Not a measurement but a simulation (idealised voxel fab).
The process module that follows is named voxel gate over fins.
Each square cell in cross-section cut measures 5 nm, and the section as a whole is 255 nm wide.
We lay out every cross-section as a grid of square cells and spell it out in bands from the top down, where one band means one or more rows of cells. Look at the band entry: it leads with the top's height and the bottom's height in nm. Then it lists the materials left to right, with a width in nm for each. The word "edge to edge" on a single material says that material fills the band edge to edge. The word "air" is empty space. Height 0 is the level under which the wafer as received is all one material. The lowest band goes on downwards, as in "0..down". A width such as "30->40" changes by the same amount from each row of cells to the next, from the band's top row to its bottom row. Given "nothing changed" for a step, no cell of the cross-section differs between before and after that step. Basically, "Closed cavity list" tells you about the enclosed voids: empty spaces with no open way to the top, 8 cells or bigger, each written width x height at distance, where distance is from the left edge, all in nm. It should be noted that, on the line of a given step, the content following the step's settings is a remark produced by the simulator itself with respect to that step. The setting "overlay nm" may be written on the line of a step. When the step uses a mask, the value reports how far to the right of the planned place the mask lay, and a negative value reports that it lay to the left.

THE PROCESS STEPS THAT WERE PLANNED ARE LISTED BELOW
1 op RECEIVE | material Si
2 op CONFORMAL_DEP | material SiN | thk nm 5
3 op MASKED_ETCH | tone cover | mask id FINS | width nm 15 | pitch nm 45 | etch materials SiN | depth nm 5 | overlay nm 0
4 op MASKED_ETCH | tone cover | mask id FINS | width nm 15 | pitch nm 45 | etch materials Si | depth nm 30 | overlay nm 0
5 op OXIDIZE | depth nm 5
6 op FILL_DEP | material SiO2 | thk nm 5
7 op CMP | height nm 5
8 op SELECTIVE_ETCH | etch materials SiO2 | depth nm 15
9 op STRIP | etch materials SiN
10 op CONFORMAL_DEP | material HfO2 | thk nm 5
11 op CONFORMAL_DEP | material TiN | thk nm 5
12 op FILL_DEP | material W | thk nm 15
13 op CMP | height nm 20
14 op CONFORMAL_DEP | material SiN | thk nm 5

RUN AS PLANNED: FIRST OF TWO WAFERS

AS-RECEIVED STATE OF THE WAFER IN CROSS-SECTION, EQUIVALENT TO POST-STEP 1
  0..down = Si edge to edge
  Closed cavity list: none

HOW THE WAFER STANDS IN SECTION AFTER STEP 2
  5..0 = SiN edge to edge
  Note: structure below 0 unchanged.

HOW THE WAFER STANDS IN SECTION AFTER STEP 3
  5..0 = air: 50 | SiN: 15 | air: 30 | SiN: 15 | air: 30 | SiN: 15 | air: 30 | SiN: 15 | air: 55
  Note: structure below 0 unchanged.

HOW THE WAFER STANDS IN SECTION AFTER STEP 4
  5..0 = air: 50 | SiN: 15 | air: 30 | SiN: 15 | air: 30 | SiN: 15 | air: 30 | SiN: 15 | air: 55
  0..-30 = air: 50 | Si: 15 | air: 30 | Si: 15 | air: 30 | Si: 15 | air: 30 | Si: 15 | air: 55
  Note: structure below -30 unchanged.

HOW THE WAFER STANDS IN SECTION AFTER STEP 5
  5..0 = air: 50 | SiN: 15 | air: 30 | SiN: 15 | air: 30 | SiN: 15 | air: 30 | SiN: 15 | air: 55
  0..-30 = air: 50 | SiO2: 5 | Si: 5 | SiO2: 5 | air: 30 | SiO2: 5 | Si: 5 | SiO2: 5 | air: 30 | SiO2: 5 | Si: 5 | SiO2: 5 | air: 30 | SiO2: 5 | Si: 5 | SiO2: 5 | air: 55
  -30..-35 = SiO2: 55 | Si: 5 | SiO2: 40 | Si: 5 | SiO2: 40 | Si: 5 | SiO2: 40 | Si: 5 | SiO2: 60
  Note: structure below -35 unchanged.

HOW THE WAFER STANDS IN SECTION AFTER STEP 6
  10..5 = SiO2 edge to edge
  5..0 = SiO2: 50 | SiN: 15 | SiO2: 30 | SiN: 15 | SiO2: 30 | SiN: 15 | SiO2: 30 | SiN: 15 | SiO2: 55
  0..-35 = SiO2: 55 | Si: 5 | SiO2: 40 | Si: 5 | SiO2: 40 | Si: 5 | SiO2: 40 | Si: 5 | SiO2: 60
  Note: structure below -35 unchanged.

HOW THE WAFER STANDS IN SECTION AFTER STEP 7
  5..0 = SiO2: 50 | SiN: 15 | SiO2: 30 | SiN: 15 | SiO2: 30 | SiN: 15 | SiO2: 30 | SiN: 15 | SiO2: 55
  Note: structure below 0 unchanged.

HOW THE WAFER STANDS IN SECTION AFTER STEP 8
  5..0 = air: 50 | SiN: 15 | air: 30 | SiN: 15 | air: 30 | SiN: 15 | air: 30 | SiN: 15 | air: 55
  0..-10 = air: 55 | Si: 5 | air: 40 | Si: 5 | air: 40 | Si: 5 | air: 40 | Si: 5 | air: 60
  Note: structure below -10 unchanged.

HOW THE WAFER STANDS IN SECTION AFTER STEP 9
  0..-10 = air: 55 | Si: 5 | air: 40 | Si: 5 | air: 40 | Si: 5 | air: 40 | Si: 5 | air: 60
  Note: structure below -10 unchanged.

HOW THE WAFER STANDS IN SECTION AFTER STEP 10
  5..0 = air: 50 | HfO2: 15 | air: 30 | HfO2: 15 | air: 30 | HfO2: 15 | air: 30 | HfO2: 15 | air: 55
  0..-5 = air: 50 | HfO2: 5 | Si: 5 | HfO2: 5 | air: 30 | HfO2: 5 | Si: 5 | HfO2: 5 | air: 30 | HfO2: 5 | Si: 5 | HfO2: 5 | air: 30 | HfO2: 5 | Si: 5 | HfO2: 5 | air: 55
  -5..-10 = HfO2: 55 | Si: 5 | HfO2: 40 | Si: 5 | HfO2: 40 | Si: 5 | HfO2: 40 | Si: 5 | HfO2: 60
  Note: structure below -10 unchanged.

HOW THE WAFER STANDS IN SECTION AFTER STEP 11
  10..5 = air: 45 | TiN: 25 | air: 20 | TiN: 25 | air: 20 | TiN: 25 | air: 20 | TiN: 25 | air: 50
  5..0 = air: 45 | TiN: 5 | HfO2: 15 | TiN: 5 | air: 20 | TiN: 5 | HfO2: 15 | TiN: 5 | air: 20 | TiN: 5 | HfO2: 15 | TiN: 5 | air: 20 | TiN: 5 | HfO2: 15 | TiN: 5 | air: 50
  0..-5 = TiN: 50 | HfO2: 5 | Si: 5 | HfO2: 5 | TiN: 30 | HfO2: 5 | Si: 5 | HfO2: 5 | TiN: 30 | HfO2: 5 | Si: 5 | HfO2: 5 | TiN: 30 | HfO2: 5 | Si: 5 | HfO2: 5 | TiN: 55
  Note: structure below -5 unchanged.

HOW THE WAFER STANDS IN SECTION AFTER STEP 12
  25..10 = W edge to edge
  10..5 = W: 45 | TiN: 25 | W: 20 | TiN: 25 | W: 20 | TiN: 25 | W: 20 | TiN: 25 | W: 50
  5..0 = W: 45 | TiN: 5 | HfO2: 15 | TiN: 5 | W: 20 | TiN: 5 | HfO2: 15 | TiN: 5 | W: 20 | TiN: 5 | HfO2: 15 | TiN: 5 | W: 20 | TiN: 5 | HfO2: 15 | TiN: 5 | W: 50
  Note: structure below 0 unchanged.

HOW THE WAFER STANDS IN SECTION AFTER STEP 13
  20..10 = W edge to edge
  Note: structure below 10 unchanged.

HOW THE WAFER STANDS IN SECTION AFTER STEP 14
  25..20 = SiN edge to edge
  Note: structure below 20 unchanged.

THE SECOND WAFER: COMMON ORIGIN AND PLAN, ONE MISTAKE IN EXECUTION, IDENTICAL TO THE FIRST THROUGH STEP 2

SECOND WAFER, CUT VIEW, END OF STEP 3 PER PLAN
  5..0 = air: 55 | SiN: 15 | air: 30 | SiN: 15 | air: 30 | SiN: 15 | air: 30 | SiN: 15 | air: 50
  Note: structure below 0 unchanged.

SECOND WAFER, CUT VIEW, END OF STEP 4 PER PLAN
  5..0 = air: 55 | SiN: 15 | air: 30 | SiN: 15 | air: 30 | SiN: 15 | air: 30 | SiN: 15 | air: 50
  0..-30 = air: 50 | Si: 20 | air: 25 | Si: 20 | air: 25 | Si: 20 | air: 25 | Si: 20 | air: 50
  Note: structure below -30 unchanged.

SECOND WAFER, CUT VIEW, END OF STEP 5 PER PLAN
  5..0 = air: 55 | SiN: 15 | air: 30 | SiN: 15 | air: 30 | SiN: 15 | air: 30 | SiN: 15 | air: 50
  0..-5 = air: 50 | SiO2: 10 | Si: 5 | SiO2: 5 | air: 25 | SiO2: 10 | Si: 5 | SiO2: 5 | air: 25 | SiO2: 10 | Si: 5 | SiO2: 5 | air: 25 | SiO2: 10 | Si: 5 | SiO2: 5 | air: 50
  -5..-30 = air: 50 | SiO2: 5 | Si: 10 | SiO2: 5 | air: 25 | SiO2: 5 | Si: 10 | SiO2: 5 | air: 25 | SiO2: 5 | Si: 10 | SiO2: 5 | air: 25 | SiO2: 5 | Si: 10 | SiO2: 5 | air: 50
  -30..-35 = SiO2: 55 | Si: 10 | SiO2: 35 | Si: 10 | SiO2: 35 | Si: 10 | SiO2: 35 | Si: 10 | SiO2: 55
  Note: structure below -35 unchanged.

SECOND WAFER, CUT VIEW, END OF STEP 6 PER PLAN
  10..5 = SiO2 edge to edge
  5..0 = SiO2: 55 | SiN: 15 | SiO2: 30 | SiN: 15 | SiO2: 30 | SiN: 15 | SiO2: 30 | SiN: 15 | SiO2: 50
  0..-5 = SiO2: 60 | Si: 5 | SiO2: 40 | Si: 5 | SiO2: 40 | Si: 5 | SiO2: 40 | Si: 5 | SiO2: 55
  -5..-35 = SiO2: 55 | Si: 10 | SiO2: 35 | Si: 10 | SiO2: 35 | Si: 10 | SiO2: 35 | Si: 10 | SiO2: 55
  Note: structure below -35 unchanged.

SECOND WAFER, CUT VIEW, END OF STEP 7 PER PLAN
  5..0 = SiO2: 55 | SiN: 15 | SiO2: 30 | SiN: 15 | SiO2: 30 | SiN: 15 | SiO2: 30 | SiN: 15 | SiO2: 50
  Note: structure below 0 unchanged.

SECOND WAFER, CUT VIEW, END OF STEP 8 PER PLAN
  5..0 = air: 55 | SiN: 15 | air: 30 | SiN: 15 | air: 30 | SiN: 15 | air: 30 | SiN: 15 | air: 50
  0..-10 = air: 60->55 | Si: 5->10 | air: 40->35 | Si: 5->10 | air: 40->35 | Si: 5->10 | air: 40->35 | Si: 5->10 | air: 55
  Note: structure below -10 unchanged.

SECOND WAFER, CUT VIEW, END OF STEP 9 PER PLAN
  0..-10 = air: 60->55 | Si: 5->10 | air: 40->35 | Si: 5->10 | air: 40->35 | Si: 5->10 | air: 40->35 | Si: 5->10 | air: 55
  Note: structure below -10 unchanged.

SECOND WAFER, CUT VIEW, END OF STEP 10 PER PLAN
  5..0 = air: 55 | HfO2: 15 | air: 30 | HfO2: 15 | air: 30 | HfO2: 15 | air: 30 | HfO2: 15 | air: 50
  0..-5 = air: 50 | HfO2: 10 | Si: 5 | HfO2: 5 | air: 25 | HfO2: 10 | Si: 5 | HfO2: 5 | air: 25 | HfO2: 10 | Si: 5 | HfO2: 5 | air: 25 | HfO2: 10 | Si: 5 | HfO2: 5 | air: 50
  -5..-10 = HfO2: 55 | Si: 10 | HfO2: 35 | Si: 10 | HfO2: 35 | Si: 10 | HfO2: 35 | Si: 10 | HfO2: 55
  Note: structure below -10 unchanged.

SECOND WAFER, CUT VIEW, END OF STEP 11 PER PLAN
  10..5 = air: 50 | TiN: 25 | air: 20 | TiN: 25 | air: 20 | TiN: 25 | air: 20 | TiN: 25 | air: 45
  5..0 = air: 45 | TiN: 10 | HfO2: 15 | TiN: 5 | air: 15 | TiN: 10 | HfO2: 15 | TiN: 5 | air: 15 | TiN: 10 | HfO2: 15 | TiN: 5 | air: 15 | TiN: 10 | HfO2: 15 | TiN: 5 | air: 45
  0..-5 = TiN: 50 | HfO2: 10 | Si: 5 | HfO2: 5 | TiN: 25 | HfO2: 10 | Si: 5 | HfO2: 5 | TiN: 25 | HfO2: 10 | Si: 5 | HfO2: 5 | TiN: 25 | HfO2: 10 | Si: 5 | HfO2: 5 | TiN: 50
  Note: structure below -5 unchanged.

SECOND WAFER, CUT VIEW, END OF STEP 12 PER PLAN
  25..10 = W edge to edge
  10..5 = W: 50 | TiN: 25 | W: 20 | TiN: 25 | W: 20 | TiN: 25 | W: 20 | TiN: 25 | W: 45
  5..0 = W: 45 | TiN: 10 | HfO2: 15 | TiN: 5 | W: 15 | TiN: 10 | HfO2: 15 | TiN: 5 | W: 15 | TiN: 10 | HfO2: 15 | TiN: 5 | W: 15 | TiN: 10 | HfO2: 15 | TiN: 5 | W: 45
  Note: structure below 0 unchanged.

SECOND WAFER, CUT VIEW, END OF STEP 13 PER PLAN
  20..10 = W edge to edge
  Note: structure below 10 unchanged.

SECOND WAFER, CUT VIEW, END OF STEP 14 PER PLAN
  25..20 = SiN edge to edge
  Note: structure below 20 unchanged.
Which mistake was made when the wafer was run? step 3 did not use the planned setting and instead ran as op MASKED_ETCH | tone cover | mask id FINS | width nm 15 | pitch nm 45 | etch materials SiN | depth nm 5 | overlay nm 5
It is noted that, at the conclusion of processing, the second wafer exhibits a higher or lower cell count for certain materials relative to the first: +24 Si | -20 SiO2 | -4 W
